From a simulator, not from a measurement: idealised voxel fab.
Proc. module: voxel released beams
The cross-section shown here is cut; it is 210 nm wide and divided into square cells measuring 5 nm on a side.
Each cross-section below is a grid of square cells, stated as bands in top-down order, with one or more rows of cells making up each band. Band entry format. Leading values: height of top, height of bottom, nm. Remainder: materials in left-to-right order, each with its width in nm. Special words: "full width" on a single material, which then fills the band edge to edge; "blank", empty space. Heights are expressed relative to 0, this being the level below which the as-received wafer comprises one material exclusively. The lowest band is unbounded in the downward direction and is denoted as in "0 nm and below". Width spec "30..40" -> top row of cells at first value, bottom row at second value, equal per-row change in between. No cell of the cross-section changed in a step that is given as "changes: none". "Sealed-off cavities" contains a list of empty spaces, each no smaller than 8 cells and without an open way to the top, written in the form width x height at distance with the distance from the left edge and all three in nm. Text after the settings on a step's line: the simulator's own remark on that step. "overlay nm" denotes, for a step that has a mask, the displacement of the mask to the right of its planned place, with negative values corresponding to the left.
## So here's the lineup of process steps we planned
| 1 | RECEIVE | material Si |
| 2 | CONFORMAL_DEP | material SiN | thk nm 10 |
| 3 | DIRECTIONAL_DEP | material SiO2 | thk nm 10 |
| 4 | PATTERN | tone open | mask id ANCHOR | material resist | width nm 45 | thk nm 20 | overlay nm 0 |
| 5 | DIRECTIONAL_ETCH | etch materials SiO2 | depth nm 10 |
| 6 | STRIP | etch materials resist |
| 7 | CONFORMAL_DEP | material W | thk nm 15 |
| 8 | PATTERN | tone cover | mask id BEAM | material resist | width nm 115 | thk nm 15 | overlay nm 0 |
| 9 | DIRECTIONAL_ETCH | etch materials W | depth nm 15 |
| 10 | STRIP | etch materials resist |
| 11 | STRIP | etch materials SiO2 |
## Cross-section of the incoming wafer, state after step 1
0 nm and below: Si full width
Sealed-off cavities: none
## Cross-section, first of two wafers, end of module, run as planned
35 nm to 25 nm: 45 blank; 20 W; 15 blank; 80 W; 50 blank
25 nm to 20 nm: 45 blank; 115 W; 50 blank
20 nm to 10 nm: 50 blank; 45 W; 115 blank
10 nm to 0 nm: SiN full width
0 nm and below: Si full width
Sealed-off cavities: none
## The second wafer, shown in cross-section after the module: started the same way as the first and given the same plan, yet one mistake crept into how it was run
35 nm to 25 nm: 50 blank; 15 W; 15 blank; 85 W; 45 blank
25 nm to 20 nm: 50 blank; 115 W; 45 blank
20 nm to 10 nm: 50 blank; 45 W; 115 blank
10 nm to 0 nm: SiN full width
0 nm and below: Si full width
Sealed-off cavities: none
Run error: step 8 off recipe, ran as PATTERN | tone cover | mask id BEAM | material resist | width nm 115 | thk nm 15 | overlay nm 5
At the end, each material covers as many cells on the second wafer as it does on the first, though the cells it covers are elsewhere.
